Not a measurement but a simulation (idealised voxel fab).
process module | voxel released beams
cross-section cut | 290 nm wide | cells 5 nm
A cross-section is a grid of square cells, given in bands from the top down. A band is one or more rows of cells.
Each band's line starts with the height of the band's top and of its bottom, in nm. Then come its materials from left to right, each with its width in nm. One material with "throughout" fills the band from edge to edge. "air" is empty space.
Height 0 is the level under which the wafer as received is all one material. The lowest band goes on downwards, as in "0 down".
A width such as "30 to 40" changes by the same amount from each row of cells to the next, from the band's top row to its bottom row.
"no change" after a step means that no cell of the cross-section changed.
closed voids: empty space of 8 cells or more with no open way to the top, each as width x height at its distance from the left edge, in nm
after a step's settings: what the simulator itself notes on the step
overlay nm, on a step with a mask: how far to the right of its planned place the mask lay; to the left if negative
plan
1 op RECEIVE | material Si
2 op CONFORMAL_DEP | material Al2O3 | thk nm 5
3 op DIRECTIONAL_DEP | material SiO2 | thk nm 15
4 op PATTERN | tone open | mask id ANCHOR | material resist | width nm 25 | thk nm 15 | overlay nm 0
5 op DIRECTIONAL_ETCH | etch materials SiO2 | depth nm 15
6 op STRIP | etch materials resist
7 op CONFORMAL_DEP | material polySi | thk nm 10
8 op MASKED_ETCH | tone cover | mask id BEAM | width nm 95 | etch materials polySi | depth nm 10 | overlay nm 0
9 op STRIP | etch materials SiO2
as received, after step 1
  0 down: Si throughout
  closed voids: none
first wafer at the end, as planned
  30 to 20: air 95 | polySi 15 | air 5 | polySi 75 | air 100
  20 to 15: air 100 | polySi 10 | air 5 | polySi 10 | air 165
  15 to 5: air 100 | polySi 25 | air 165
  5 to 0: Al2O3 throughout
  0 down: Si throughout
  closed voids: none
second wafer at the end: like start, like plan, one mistake
  30 to 25: air 95 | polySi 15 | air 5 | polySi 75 | air 100
  25 to 20: polySi 110 | air 5 | polySi 175
  20 to 15: SiO2 100 | polySi 10 | air 5 | polySi 10 | SiO2 165
  15 to 5: SiO2 100 | polySi 25 | SiO2 165
  5 to 0: Al2O3 throughout
  0 down: Si throughout
  closed voids: none
what went wrong: step 8 ran as: op MASKED_ETCH | tone cover | mask id BEAM | width nm 95 | etch materials polySi | depth nm 5 | overlay nm 0
at the end the second wafer has, in cells: 159 more of SiO2 | 39 more of polySi
